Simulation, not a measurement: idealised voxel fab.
Module name: voxel ribs on slabs (process module)
Cross-section cut spans 185 nm and uses square cells 5 nm in size.
Reading order for cross-sections: top band down to bottom band. Underlying form: a grid of square cells. Band size: one or more rows of cells.
A band entry consists of two parts. The first gives the height of the band's top and the height of its bottom, in nm. The rest lists the band's materials from left to right, each with its width in nm. A single material labelled with the word "everywhere" fills the band from edge to edge, and the word "air" marks empty space.
Heights from 0 (as-received wafer is one material below). Bottom band endless downward, as "z 0 and below".
The width entry "30 to 40" should be interpreted row by row: the top row of cells in the band takes the first number, the bottom row takes the second number, and the change between adjacent rows is uniform throughout.
Reading "no modification" for a step: not a cell of the cross-section changed in it.
"Closed void catalog" specifies each empty space that is not open to the top and that occupies no fewer than 8 cells, using the form width x height at distance, the distance measured from the left edge and all three quantities in nm.
Post-settings text on a step line: simulator's own remark regarding the step.
What "overlay nm" on a step's line means: if the step has a mask, that mask lay this far to the right of its planned place, or, when the value is negative, to the left.

Plan
1. RECEIVE: material Si
2. DIRECTIONAL_DEP: material SiO2, thk nm 30
3. DIRECTIONAL_DEP: material polySi, thk nm 20
4. MASKED_ETCH: tone cover, mask id RIB, width nm 20, etch materials polySi, depth nm 5, overlay nm 0
5. DIRECTIONAL_DEP: material aC, thk nm 15
6. PATTERN: tone cover, mask id SLAB, material resist, width nm 50, thk nm 30, overlay nm 0
7. DIRECTIONAL_ETCH: etch materials aC, depth nm 15
8. STRIP: etch materials resist
9. DIRECTIONAL_ETCH: etch materials polySi, depth nm 15
10. STRIP: etch materials aC
11. FILL_DEP: material SiO2, thk nm 20
12. CMP: height nm 60
13. DIRECTIONAL_DEP: material W, thk nm 5
14. MASKED_ETCH: tone cover, mask id HEATER, width nm 30, etch materials W, depth nm 5, overlay nm 0
15. CONFORMAL_DEP: material SiO2, thk nm 5

First out of two wafers; run went to plan

As received (post step 1): cross-section
	z 0 and below: Si everywhere
	Closed void catalog: none

The following cross-section depicts the wafer upon completion of step 2
	z 30 to 0: SiO2 everywhere
	Heights below 0 show no change.

The following cross-section depicts the wafer upon completion of step 3
	z 50 to 30: polySi everywhere
	Heights below 30 show no change.

The following cross-section depicts the wafer upon completion of step 4
	z 50 to 45: air: 80; polySi: 20; air: 85
	Heights below 45 show no change.

The following cross-section depicts the wafer upon completion of step 5
	z 65 to 60: air: 80; aC: 20; air: 85
	z 60 to 50: aC everywhere
	z 50 to 45: aC: 80; polySi: 20; aC: 85
	Heights below 45 show no change.

The following cross-section depicts the wafer upon completion of step 6
	z 95 to 65: air: 65; resist: 50; air: 70
	z 65 to 60: air: 65; resist: 15; aC: 20; resist: 15; air: 70
	Heights below 60 show no change.

The following cross-section depicts the wafer upon completion of step 7
	z 80 to 65: air: 65; resist: 50; air: 70
	z 65 to 60: air: 65; resist: 15; aC: 20; resist: 15; air: 70
	z 60 to 50: air: 65; aC: 50; air: 70
	z 50 to 45: air: 65; aC: 15; polySi: 20; aC: 15; air: 70
	Heights below 45 show no change.

The following cross-section depicts the wafer upon completion of step 8
	z 65 to 60: air: 80; aC: 20; air: 85
	Heights below 60 show no change.

The following cross-section depicts the wafer upon completion of step 9
	z 65 to 60: air: 80; aC: 20; air: 85
	z 60 to 50: air: 65; aC: 50; air: 70
	z 50 to 45: air: 65; aC: 15; polySi: 20; aC: 15; air: 70
	z 45 to 30: air: 65; polySi: 50; air: 70
	Heights below 30 show no change.

The following cross-section depicts the wafer upon completion of step 10
	z 50 to 45: air: 80; polySi: 20; air: 85
	Heights below 45 show no change.

The following cross-section depicts the wafer upon completion of step 11
	z 70 to 50: SiO2 everywhere
	z 50 to 45: SiO2: 80; polySi: 20; SiO2: 85
	z 45 to 30: SiO2: 65; polySi: 50; SiO2: 70
	Heights below 30 show no change.

The following cross-section depicts the wafer upon completion of step 12
	z 60 to 50: SiO2 everywhere
	Heights below 50 show no change.

The following cross-section depicts the wafer upon completion of step 13
	z 65 to 60: W everywhere
	Heights below 60 show no change.

The following cross-section depicts the wafer upon completion of step 14
	z 65 to 60: air: 75; W: 30; air: 80
	Heights below 60 show no change.

The following cross-section depicts the wafer upon completion of step 15
	z 70 to 65: air: 70; SiO2: 40; air: 75
	z 65 to 60: SiO2: 75; W: 30; SiO2: 80
	Heights below 60 show no change.

Wafer two: like wafer one in start and plan, but with one mistake in execution; identical up to and including step 13

Second wafer, cut view, end of step 14 per plan
	z 65 to 60: W: 75; air: 30; W: 80
	Heights below 60 show no change.

Second wafer, cut view, end of step 15 per plan
	z 70 to 65: SiO2: 80; air: 20; SiO2: 85
	z 65 to 60: W: 75; SiO2: 30; W: 80
	Heights below 60 show no change.
The mistake made against the process plan was this: step 14 was run on a setting that differed from the plan, and what really ran there is MASKED_ETCH: tone open, mask id HEATER, width nm 30, etch materials W, depth nm 5, overlay nm 0
Materials where the second wafer ends with more or fewer cells than the first: +25 W
